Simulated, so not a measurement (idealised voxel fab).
The following process module bears the name voxel trench capacitor.
We display cut, a cross-section 205 nm in width whose square cells are each 5 nm.
The cross-sections in this document take the form of a grid made of square cells. They are written out as bands, in order from top to bottom. Each band consists of one or more rows of cells. For a band, the entry starts with two heights in nm, that of the top and then that of the bottom, and carries on with the band's materials in order from left to right, each alongside its width in nm; the word "edge to edge" beside a single material means it fills the band edge to edge, and "blank" means empty space. Convention: height 0 is the level below which the wafer, as received, is all one material. The lowest band does not terminate at the bottom but continues downward, represented as "0..down". Width spec "30..40" -> top row of cells at first value, bottom row at second value, equal per-row change in between. It should be understood that the words "nothing changed", when stated for a given step, signify that the cross-section underwent no change in any of its cells during that step. "Closed cavities" - sealed voids, min. 8 cells, no opening to top; format: width x height at distance (distance from left edge; nm throughout). Note: text after step settings on the step line = simulator remark on that step. What "overlay nm" on a step's line means: if the step has a mask, that mask lay this far to the right of its planned place, or, when the value is negative, to the left.
-- Here's what the planned process steps look like
| 1 | RECEIVE (material Si) |
| 2 | CONFORMAL_DEP (material SiN; thk nm 10) |
| 3 | PATTERN (tone open; mask id TRENCH; material resist; width nm 20; pitch nm 50; thk nm 15; overlay nm 0) |
| 4 | DIRECTIONAL_ETCH (etch materials SiN; depth nm 10) |
| 5 | DIRECTIONAL_ETCH (etch materials Si; depth nm 35) |
| 6 | STRIP (etch materials resist) |
| 7 | CONFORMAL_DEP (material Al2O3; thk nm 5) |
| 8 | FILL_DEP (material polySi; thk nm 10) |
| 9 | CMP (height nm 10) |
-- Incoming wafer, cross-sectional view, post step 1
- 0..down | Si edge to edge
- Closed cavities: none
-- First of two wafers: cross-section at end of module, run per plan
- 10..0 | SiN (15)  Al2O3 (5)  polySi (10)  Al2O3 (5)  SiN (30)  Al2O3 (5)  polySi (10)  Al2O3 (5)  SiN (30)  Al2O3 (5)  polySi (10)  Al2O3 (5)  SiN (30)  Al2O3 (5)  polySi (10)  Al2O3 (5)  SiN (20)
- 0..-30 | Si (15)  Al2O3 (5)  polySi (10)  Al2O3 (5)  Si (30)  Al2O3 (5)  polySi (10)  Al2O3 (5)  Si (30)  Al2O3 (5)  polySi (10)  Al2O3 (5)  Si (30)  Al2O3 (5)  polySi (10)  Al2O3 (5)  Si (20)
- -30..-35 | Si (15)  Al2O3 (20)  Si (30)  Al2O3 (20)  Si (30)  Al2O3 (20)  Si (30)  Al2O3 (20)  Si (20)
- -35..down | Si edge to edge
- Closed cavities: none
-- Here is the second of the two wafers cut open at the end of the module - same start, same plan as the first one, but we made one mistake running it
- 10..0 | SiN (20)  Al2O3 (5)  polySi (5)  Al2O3 (5)  SiN (35)  Al2O3 (5)  polySi (5)  Al2O3 (5)  SiN (35)  Al2O3 (5)  polySi (5)  Al2O3 (5)  SiN (35)  Al2O3 (5)  polySi (5)  Al2O3 (5)  SiN (20)
- 0..-30 | Si (20)  Al2O3 (5)  polySi (5)  Al2O3 (5)  Si (35)  Al2O3 (5)  polySi (5)  Al2O3 (5)  Si (35)  Al2O3 (5)  polySi (5)  Al2O3 (5)  Si (35)  Al2O3 (5)  polySi (5)  Al2O3 (5)  Si (20)
- -30..-35 | Si (20)  Al2O3 (15)  Si (35)  Al2O3 (15)  Si (35)  Al2O3 (15)  Si (35)  Al2O3 (15)  Si (20)
- -35..down | Si edge to edge
- Closed cavities: none
Short version of what went wrong: for step 3, the planned setting was not used; the step was instead run as PATTERN (tone open; mask id TRENCH; material resist; width nm 15; pitch nm 50; thk nm 15; overlay nm 0)
Bottom line after processing is that, in cells, the second wafer is up or down on some materials versus the first: Al2O3 -4 | Si +28 | SiN +8 | polySi -32
